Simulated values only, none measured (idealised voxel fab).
The process module that follows is named voxel self aligned contacts.
The cross-section on display is named cut; it measures 180 nm wide, and its cells are 5 nm squares.
In this document a cross-section is written as a grid of square cells. It is given as a series of bands, listed from the top down, and a band is one or more rows of cells.
Per band: top height and bottom height in nm, followed by the left-to-right materials and their widths in nm; "edge to edge" marks a single material spanning edge to edge, "blank" marks empty space.
Measure heights from 0. That's the level where, below it, the as-received wafer is all one material. The lowest band is bottomless and extends downward; write it as in "z 0 and below".
So if you see something like "30->40" for the width, read it as the top row of the band sitting at the first number and the bottom row at the second, with every row in between moving by the same amount as the last.
The cross-section has no changed cell in any step marked "all unchanged".
"Closed void listing" means: voids of 8 cells or more that are shut off from the top with no open way through. Written width x height at distance, distance from the left edge, in nm.
On a step's line, text after the settings is the simulator commenting on that step.
Among the settings permitted on a step's line is "overlay nm"; applied to a step with a mask, it specifies the extent to which the mask lay to the right of its planned position, whereas a negative figure signifies a position to the left.
This section lists the process steps that were planned
1 RECEIVE | material Si
2 CONFORMAL_DEP | material SiO2 | thk nm 5
3 DIRECTIONAL_DEP | material polySi | thk nm 25
4 DIRECTIONAL_DEP | material SiN | thk nm 20
5 PATTERN | tone cover | mask id GATE | material resist | width nm 25 | pitch nm 65 | thk nm 20 | overlay nm 0
6 DIRECTIONAL_ETCH | etch materials SiN | depth nm 20
7 DIRECTIONAL_ETCH | etch materials polySi | depth nm 25
8 STRIP | etch materials resist
9 CONFORMAL_DEP | material SiN | thk nm 10
10 DIRECTIONAL_ETCH | etch materials SiN | depth nm 10
11 FILL_DEP | material SiO2 | thk nm 20
12 CMP | height nm 60
13 PATTERN | tone open | mask id CONTACT | material resist | width nm 50 | thk nm 15 | overlay nm 0
14 DIRECTIONAL_ETCH | etch materials SiO2 | depth nm 60
15 STRIP | etch materials resist
16 CONFORMAL_DEP | material TiN | thk nm 5
17 FILL_DEP | material Ru | thk nm 5
18 CMP | height nm 60
19 CONFORMAL_DEP | material SiCN | thk nm 5
First of two wafers, with the run carried out as planned
Shown in cross-section is the wafer as received, that is, as it stands after step 1
* z 0 and below  Si edge to edge
* Closed void listing: none
So this is the wafer cross-section right after step 2
* z 5 to 0  SiO2 edge to edge
* Heights below 0 show no change.
So this is the wafer cross-section right after step 3
* z 30 to 5  polySi edge to edge
* Heights below 5 show no change.
So this is the wafer cross-section right after step 4
* z 50 to 30  SiN edge to edge
* Heights below 30 show no change.
So this is the wafer cross-section right after step 5
* z 70 to 50  45 of blank | 25 of resist | 40 of blank | 25 of resist | 45 of blank
* Heights below 50 show no change.
So this is the wafer cross-section right after step 6
* z 70 to 50  45 of blank | 25 of resist | 40 of blank | 25 of resist | 45 of blank
* z 50 to 30  45 of blank | 25 of SiN | 40 of blank | 25 of SiN | 45 of blank
* Heights below 30 show no change.
So this is the wafer cross-section right after step 7
* z 70 to 50  45 of blank | 25 of resist | 40 of blank | 25 of resist | 45 of blank
* z 50 to 30  45 of blank | 25 of SiN | 40 of blank | 25 of SiN | 45 of blank
* z 30 to 5  45 of blank | 25 of polySi | 40 of blank | 25 of polySi | 45 of blank
* Heights below 5 show no change.
So this is the wafer cross-section right after step 8
* z 50 to 30  45 of blank | 25 of SiN | 40 of blank | 25 of SiN | 45 of blank
* Heights below 30 show no change.
So this is the wafer cross-section right after step 9
* z 60 to 30  35 of blank | 45 of SiN | 20 of blank | 45 of SiN | 35 of blank
* z 30 to 15  35 of blank | 10 of SiN | 25 of polySi | 10 of SiN | 20 of blank | 10 of SiN | 25 of polySi | 10 of SiN | 35 of blank
* z 15 to 5  45 of SiN | 25 of polySi | 40 of SiN | 25 of polySi | 45 of SiN
* Heights below 5 show no change.
So this is the wafer cross-section right after step 10
* z 50 to 30  35 of blank | 45 of SiN | 20 of blank | 45 of SiN | 35 of blank
* z 30 to 5  35 of blank | 10 of SiN | 25 of polySi | 10 of SiN | 20 of blank | 10 of SiN | 25 of polySi | 10 of SiN | 35 of blank
* Heights below 5 show no change.
So this is the wafer cross-section right after step 11
* z 70 to 50  SiO2 edge to edge
* z 50 to 30  35 of SiO2 | 45 of SiN | 20 of SiO2 | 45 of SiN | 35 of SiO2
* z 30 to 5  35 of SiO2 | 10 of SiN | 25 of polySi | 10 of SiN | 20 of SiO2 | 10 of SiN | 25 of polySi | 10 of SiN | 35 of SiO2
* Heights below 5 show no change.
So this is the wafer cross-section right after step 12
* z 60 to 50  SiO2 edge to edge
* Heights below 50 show no change.
So this is the wafer cross-section right after step 13
* z 75 to 60  65 of resist | 50 of blank | 65 of resist
* Heights below 60 show no change.
So this is the wafer cross-section right after step 14
* z 75 to 60  65 of resist | 50 of blank | 65 of resist
* z 60 to 50  65 of SiO2 | 50 of blank | 65 of SiO2
* z 50 to 30  35 of SiO2 | 45 of SiN | 20 of blank | 45 of SiN | 35 of SiO2
* z 30 to 5  35 of SiO2 | 10 of SiN | 25 of polySi | 10 of SiN | 20 of blank | 10 of SiN | 25 of polySi | 10 of SiN | 35 of SiO2
* z 5 to 0  80 of SiO2 | 20 of blank | 80 of SiO2
* Heights below 0 show no change.
So this is the wafer cross-section right after step 15
* z 60 to 50  65 of SiO2 | 50 of blank | 65 of SiO2
* Heights below 50 show no change.
So this is the wafer cross-section right after step 16
* z 65 to 60  70 of TiN | 40 of blank | 70 of TiN
* z 60 to 50  65 of SiO2 | 5->20 of TiN | 40->10 of blank | 5->20 of TiN | 65 of SiO2
* z 50 to 30  35 of SiO2 | 45 of SiN | 5 of TiN | 10 of blank | 5 of TiN | 45 of SiN | 35 of SiO2
* z 30 to 5  35 of SiO2 | 10 of SiN | 25 of polySi | 10 of SiN | 5 of TiN | 10 of blank | 5 of TiN | 10 of SiN | 25 of polySi | 10 of SiN | 35 of SiO2
* z 5 to 0  80 of SiO2 | 20 of TiN | 80 of SiO2
* Heights below 0 show no change.
So this is the wafer cross-section right after step 17
* z 70 to 65  Ru edge to edge
* z 65 to 60  70 of TiN | 40 of Ru | 70 of TiN
* z 60 to 50  65 of SiO2 | 5->20 of TiN | 40->10 of Ru | 5->20 of TiN | 65 of SiO2
* z 50 to 30  35 of SiO2 | 45 of SiN | 5 of TiN | 10 of Ru | 5 of TiN | 45 of SiN | 35 of SiO2
* z 30 to 5  35 of SiO2 | 10 of SiN | 25 of polySi | 10 of SiN | 5 of TiN | 10 of Ru | 5 of TiN | 10 of SiN | 25 of polySi | 10 of SiN | 35 of SiO2
* Heights below 5 show no change.
So this is the wafer cross-section right after step 18
* z 60 to 50  65 of SiO2 | 5->20 of TiN | 40->10 of Ru | 5->20 of TiN | 65 of SiO2
* Heights below 50 show no change.
So this is the wafer cross-section right after step 19
* z 65 to 60  SiCN edge to edge
* Heights below 60 show no change.
Now the other wafer: same start, same recipe, but we messed up one thing when running it. Up to and including step 2 it's the same as the first one
Cross-section of the second wafer corresponding to the planned conclusion of step 3
* z 25 to 5  SiN edge to edge
* Heights below 5 show no change.
Cross-section of the second wafer corresponding to the planned conclusion of step 4
* z 50 to 25  polySi edge to edge
* Heights below 25 show no change.
Cross-section of the second wafer corresponding to the planned conclusion of step 5
* z 70 to 50  45 of blank | 25 of resist | 40 of blank | 25 of resist | 45 of blank
* Heights below 50 show no change.
Cross-section of the second wafer corresponding to the planned conclusion of step 6: all unchanged
Cross-section of the second wafer corresponding to the planned conclusion of step 7
* z 70 to 50  45 of blank | 25 of resist | 40 of blank | 25 of resist | 45 of blank
* z 50 to 25  45 of blank | 25 of polySi | 40 of blank | 25 of polySi | 45 of blank
* Heights below 25 show no change.
Cross-section of the second wafer corresponding to the planned conclusion of step 8
* z 50 to 25  45 of blank | 25 of polySi | 40 of blank | 25 of polySi | 45 of blank
* Heights below 25 show no change.
Cross-section of the second wafer corresponding to the planned conclusion of step 9
* z 60 to 50  35 of blank | 45 of SiN | 20 of blank | 45 of SiN | 35 of blank
* z 50 to 35  35 of blank | 10 of SiN | 25 of polySi | 10 of SiN | 20 of blank | 10 of SiN | 25 of polySi | 10 of SiN | 35 of blank
* z 35 to 25  45 of SiN | 25 of polySi | 40 of SiN | 25 of polySi | 45 of SiN
* Heights below 25 show no change.
Cross-section of the second wafer corresponding to the planned conclusion of step 10
* z 50 to 25  35 of blank | 10 of SiN | 25 of polySi | 10 of SiN | 20 of blank | 10 of SiN | 25 of polySi | 10 of SiN | 35 of blank
* Heights below 25 show no change.
Cross-section of the second wafer corresponding to the planned conclusion of step 11
* z 70 to 50  SiO2 edge to edge
* z 50 to 25  35 of SiO2 | 10 of SiN | 25 of polySi | 10 of SiN | 20 of SiO2 | 10 of SiN | 25 of polySi | 10 of SiN | 35 of SiO2
* Heights below 25 show no change.
Cross-section of the second wafer corresponding to the planned conclusion of step 12
* z 60 to 50  SiO2 edge to edge
* Heights below 50 show no change.
Cross-section of the second wafer corresponding to the planned conclusion of step 13
* z 75 to 60  65 of resist | 50 of blank | 65 of resist
* Heights below 60 show no change.
Cross-section of the second wafer corresponding to the planned conclusion of step 14
* z 75 to 60  65 of resist | 50 of blank | 65 of resist
* z 60 to 50  65 of SiO2 | 50 of blank | 65 of SiO2
* z 50 to 25  35 of SiO2 | 10 of SiN | 25 of polySi | 10 of SiN | 20 of blank | 10 of SiN | 25 of polySi | 10 of SiN | 35 of SiO2
* Heights below 25 show no change.
Cross-section of the second wafer corresponding to the planned conclusion of step 15
* z 60 to 50  65 of SiO2 | 50 of blank | 65 of SiO2
* Heights below 50 show no change.
Cross-section of the second wafer corresponding to the planned conclusion of step 16
* z 65 to 60  70 of TiN | 40 of blank | 70 of TiN
* z 60 to 50  65 of SiO2 | 5->20 of TiN | 40->10 of blank | 5->20 of TiN | 65 of SiO2
* z 50 to 30  35 of SiO2 | 10 of SiN | 25 of polySi | 10 of SiN | 5 of TiN | 10 of blank | 5 of TiN | 10 of SiN | 25 of polySi | 10 of SiN | 35 of SiO2
* z 30 to 25  35 of SiO2 | 10 of SiN | 25 of polySi | 10 of SiN | 20 of TiN | 10 of SiN | 25 of polySi | 10 of SiN | 35 of SiO2
* Heights below 25 show no change.
Cross-section of the second wafer corresponding to the planned conclusion of step 17
* z 70 to 65  Ru edge to edge
* z 65 to 60  70 of TiN | 40 of Ru | 70 of TiN
* z 60 to 50  65 of SiO2 | 5->20 of TiN | 40->10 of Ru | 5->20 of TiN | 65 of SiO2
* z 50 to 30  35 of SiO2 | 10 of SiN | 25 of polySi | 10 of SiN | 5 of TiN | 10 of Ru | 5 of TiN | 10 of SiN | 25 of polySi | 10 of SiN | 35 of SiO2
* Heights below 30 show no change.
Cross-section of the second wafer corresponding to the planned conclusion of step 18
* z 60 to 50  65 of SiO2 | 5->20 of TiN | 40->10 of Ru | 5->20 of TiN | 65 of SiO2
* Heights below 50 show no change.
Cross-section of the second wafer corresponding to the planned conclusion of step 19
* z 65 to 60  SiCN edge to edge
* Heights below 60 show no change.
Run error: steps 3 and 4 swapped
Heads up, by the end the second wafer has more or fewer cells of some materials compared to the first: 10 fewer of Ru; 72 more of SiN; 52 fewer of SiO2; 10 fewer of TiN
